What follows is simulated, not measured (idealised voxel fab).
Documented hereafter: the process module known as voxel gate over fins.
Cross-sectional view cut (width: 230 nm; square cell size: 5 nm).
A cross-section in this document is a grid of square cells, and it is written down as bands, the top band listed before the ones below it; a band is made up of one or more rows of cells.
Quick guide to a band line: top height, bottom height (nm) up front; then every material left to right with its width in nm. Only one material and it's marked "all across"? Then it fills the band edge to edge. And "empty" just means empty space.
Heights are expressed relative to 0, this being the level below which the as-received wafer comprises one material exclusively. The lowest band is unbounded in the downward direction and is denoted as in "0 down".
So if you see something like "30 to 40" for the width, read it as the top row of the band sitting at the first number and the bottom row at the second, with every row in between moving by the same amount as the last.
Any step labelled "identical to before" changed none of the cells in the cross-section.
Cavities, sealed: empty space of 8 cells or more with no open way to the top, each as width x height at its distance from the left edge, in nm
Past the settings on a step's line: simulator remark, on that step.
The "overlay nm" setting may appear on a step's line; for a step that uses a mask, it gives how far to the right of its planned position the mask lay, and a negative value indicates the left.
### Steps planned for the process
1 RECEIVE (material Si)
2 CONFORMAL_DEP (material SiN; thk nm 10)
3 PATTERN (tone cover; mask id FINS; material resist; width nm 15; pitch nm 35; thk nm 15; overlay nm 0)
4 DIRECTIONAL_ETCH (etch materials SiN; depth nm 10)
5 DIRECTIONAL_ETCH (etch materials Si; depth nm 30)
6 STRIP (etch materials resist)
7 OXIDIZE (depth nm 5)
8 FILL_DEP (material SiO2; thk nm 15)
9 CMP (height nm 10)
10 SELECTIVE_ETCH (etch materials SiO2; depth nm 20)
11 STRIP (etch materials SiN)
12 CONFORMAL_DEP (material HfO2; thk nm 5)
13 CONFORMAL_DEP (material TiN; thk nm 5)
14 CONFORMAL_DEP (material TiAl; thk nm 5)
15 CONFORMAL_DEP (material TiN; thk nm 5)
16 FILL_DEP (material W; thk nm 10)
17 CMP (height nm 25)
18 CONFORMAL_DEP (material SiCN; thk nm 10)
### The first of a set of two wafers, run to plan
### Shown in cross-section is the wafer as received, that is, as it stands after step 1
0 down: Si all across
Cavities, sealed: none
### You're looking at a cross-section of the wafer after step 2
10 to 0: SiN all across
Rest of section, below 0: as before.
### You're looking at a cross-section of the wafer after step 3
25 to 10: 70 nm empty | 15 nm resist | 20 nm empty | 15 nm resist | 20 nm empty | 15 nm resist | 75 nm empty
Rest of section, below 10: as before.
### You're looking at a cross-section of the wafer after step 4
25 to 10: 70 nm empty | 15 nm resist | 20 nm empty | 15 nm resist | 20 nm empty | 15 nm resist | 75 nm empty
10 to 0: 70 nm empty | 15 nm SiN | 20 nm empty | 15 nm SiN | 20 nm empty | 15 nm SiN | 75 nm empty
Rest of section, below 0: as before.
### You're looking at a cross-section of the wafer after step 5
25 to 10: 70 nm empty | 15 nm resist | 20 nm empty | 15 nm resist | 20 nm empty | 15 nm resist | 75 nm empty
10 to 0: 70 nm empty | 15 nm SiN | 20 nm empty | 15 nm SiN | 20 nm empty | 15 nm SiN | 75 nm empty
0 to -30: 70 nm empty | 15 nm Si | 20 nm empty | 15 nm Si | 20 nm empty | 15 nm Si | 75 nm empty
Rest of section, below -30: as before.
### You're looking at a cross-section of the wafer after step 6
10 to 0: 70 nm empty | 15 nm SiN | 20 nm empty | 15 nm SiN | 20 nm empty | 15 nm SiN | 75 nm empty
Rest of section, below 0: as before.
### You're looking at a cross-section of the wafer after step 7
10 to 0: 70 nm empty | 15 nm SiN | 20 nm empty | 15 nm SiN | 20 nm empty | 15 nm SiN | 75 nm empty
0 to -30: 70 nm empty | 5 nm SiO2 | 5 nm Si | 5 nm SiO2 | 20 nm empty | 5 nm SiO2 | 5 nm Si | 5 nm SiO2 | 20 nm empty | 5 nm SiO2 | 5 nm Si | 5 nm SiO2 | 75 nm empty
-30 to -35: 75 nm SiO2 | 5 nm Si | 30 nm SiO2 | 5 nm Si | 30 nm SiO2 | 5 nm Si | 80 nm SiO2
Rest of section, below -35: as before.
### You're looking at a cross-section of the wafer after step 8
25 to 10: SiO2 all across
10 to 0: 70 nm SiO2 | 15 nm SiN | 20 nm SiO2 | 15 nm SiN | 20 nm SiO2 | 15 nm SiN | 75 nm SiO2
0 to -35: 75 nm SiO2 | 5 nm Si | 30 nm SiO2 | 5 nm Si | 30 nm SiO2 | 5 nm Si | 80 nm SiO2
Rest of section, below -35: as before.
### You're looking at a cross-section of the wafer after step 9
10 to 0: 70 nm SiO2 | 15 nm SiN | 20 nm SiO2 | 15 nm SiN | 20 nm SiO2 | 15 nm SiN | 75 nm SiO2
Rest of section, below 0: as before.
### You're looking at a cross-section of the wafer after step 10
10 to 0: 70 nm empty | 15 nm SiN | 20 nm empty | 15 nm SiN | 20 nm empty | 15 nm SiN | 75 nm empty
0 to -10: 75 nm empty | 5 nm Si | 30 nm empty | 5 nm Si | 30 nm empty | 5 nm Si | 80 nm empty
Rest of section, below -10: as before.
### You're looking at a cross-section of the wafer after step 11
0 to -10: 75 nm empty | 5 nm Si | 30 nm empty | 5 nm Si | 30 nm empty | 5 nm Si | 80 nm empty
Rest of section, below -10: as before.
### You're looking at a cross-section of the wafer after step 12
5 to 0: 70 nm empty | 15 nm HfO2 | 20 nm empty | 15 nm HfO2 | 20 nm empty | 15 nm HfO2 | 75 nm empty
0 to -5: 70 nm empty | 5 nm HfO2 | 5 nm Si | 5 nm HfO2 | 20 nm empty | 5 nm HfO2 | 5 nm Si | 5 nm HfO2 | 20 nm empty | 5 nm HfO2 | 5 nm Si | 5 nm HfO2 | 75 nm empty
-5 to -10: 75 nm HfO2 | 5 nm Si | 30 nm HfO2 | 5 nm Si | 30 nm HfO2 | 5 nm Si | 80 nm HfO2
Rest of section, below -10: as before.
### You're looking at a cross-section of the wafer after step 13
10 to 5: 65 nm empty | 25 nm TiN | 10 nm empty | 25 nm TiN | 10 nm empty | 25 nm TiN | 70 nm empty
5 to 0: 65 nm empty | 5 nm TiN | 15 nm HfO2 | 5 nm TiN | 10 nm empty | 5 nm TiN | 15 nm HfO2 | 5 nm TiN | 10 nm empty | 5 nm TiN | 15 nm HfO2 | 5 nm TiN | 70 nm empty
0 to -5: 70 nm TiN | 5 nm HfO2 | 5 nm Si | 5 nm HfO2 | 20 nm TiN | 5 nm HfO2 | 5 nm Si | 5 nm HfO2 | 20 nm TiN | 5 nm HfO2 | 5 nm Si | 5 nm HfO2 | 75 nm TiN
Rest of section, below -5: as before.
### You're looking at a cross-section of the wafer after step 14
15 to 10: 60 nm empty | 105 nm TiAl | 65 nm empty
10 to 5: 60 nm empty | 5 nm TiAl | 25 nm TiN | 10 nm TiAl | 25 nm TiN | 10 nm TiAl | 25 nm TiN | 5 nm TiAl | 65 nm empty
5 to 0: 65 nm TiAl | 5 nm TiN | 15 nm HfO2 | 5 nm TiN | 10 nm TiAl | 5 nm TiN | 15 nm HfO2 | 5 nm TiN | 10 nm TiAl | 5 nm TiN | 15 nm HfO2 | 5 nm TiN | 70 nm TiAl
Rest of section, below 0: as before.
### You're looking at a cross-section of the wafer after step 15
20 to 15: 55 nm empty | 115 nm TiN | 60 nm empty
15 to 10: 55 nm empty | 5 nm TiN | 105 nm TiAl | 5 nm TiN | 60 nm empty
10 to 5: 60 nm TiN | 5 nm TiAl | 25 nm TiN | 10 nm TiAl | 25 nm TiN | 10 nm TiAl | 25 nm TiN | 5 nm TiAl | 65 nm TiN
Rest of section, below 5: as before.
### You're looking at a cross-section of the wafer after step 16
30 to 20: W all across
20 to 15: 55 nm W | 115 nm TiN | 60 nm W
15 to 10: 55 nm W | 5 nm TiN | 105 nm TiAl | 5 nm TiN | 60 nm W
Rest of section, below 10: as before.
### You're looking at a cross-section of the wafer after step 17
25 to 20: W all across
Rest of section, below 20: as before.
### You're looking at a cross-section of the wafer after step 18
35 to 25: SiCN all across
Rest of section, below 25: as before.
### Wafer two. Identical start, identical plan. One mistake in execution. Identical history through step 12
Second wafer, cross-section, planned end of step 13: identical to before
### Second wafer, cross-section, planned end of step 14
10 to 5: 65 nm empty | 25 nm TiAl | 10 nm empty | 25 nm TiAl | 10 nm empty | 25 nm TiAl | 70 nm empty
5 to 0: 65 nm empty | 5 nm TiAl | 15 nm HfO2 | 5 nm TiAl | 10 nm empty | 5 nm TiAl | 15 nm HfO2 | 5 nm TiAl | 10 nm empty | 5 nm TiAl | 15 nm HfO2 | 5 nm TiAl | 70 nm empty
0 to -5: 70 nm TiAl | 5 nm HfO2 | 5 nm Si | 5 nm HfO2 | 20 nm TiAl | 5 nm HfO2 | 5 nm Si | 5 nm HfO2 | 20 nm TiAl | 5 nm HfO2 | 5 nm Si | 5 nm HfO2 | 75 nm TiAl
Rest of section, below -5: as before.
### Second wafer, cross-section, planned end of step 15
15 to 10: 60 nm empty | 105 nm TiN | 65 nm empty
10 to 5: 60 nm empty | 5 nm TiN | 25 nm TiAl | 10 nm TiN | 25 nm TiAl | 10 nm TiN | 25 nm TiAl | 5 nm TiN | 65 nm empty
5 to 0: 65 nm TiN | 5 nm TiAl | 15 nm HfO2 | 5 nm TiAl | 10 nm TiN | 5 nm TiAl | 15 nm HfO2 | 5 nm TiAl | 10 nm TiN | 5 nm TiAl | 15 nm HfO2 | 5 nm TiAl | 70 nm TiN
Rest of section, below 0: as before.
### Second wafer, cross-section, planned end of step 16
25 to 15: W all across
15 to 10: 60 nm W | 105 nm TiN | 65 nm W
10 to 5: 60 nm W | 5 nm TiN | 25 nm TiAl | 10 nm TiN | 25 nm TiAl | 10 nm TiN | 25 nm TiAl | 5 nm TiN | 65 nm W
Rest of section, below 5: as before.
Second wafer, cross-section, planned end of step 17: identical to before
### Second wafer, cross-section, planned end of step 18
35 to 25: SiCN all across
Rest of section, below 25: as before.
So what did we get wrong on this run? step 13 was dropped from the plan's execution and never run
At the finish, the second wafer shows more or fewer cells for some materials than the first does: 50 fewer of TiN; 50 more of W
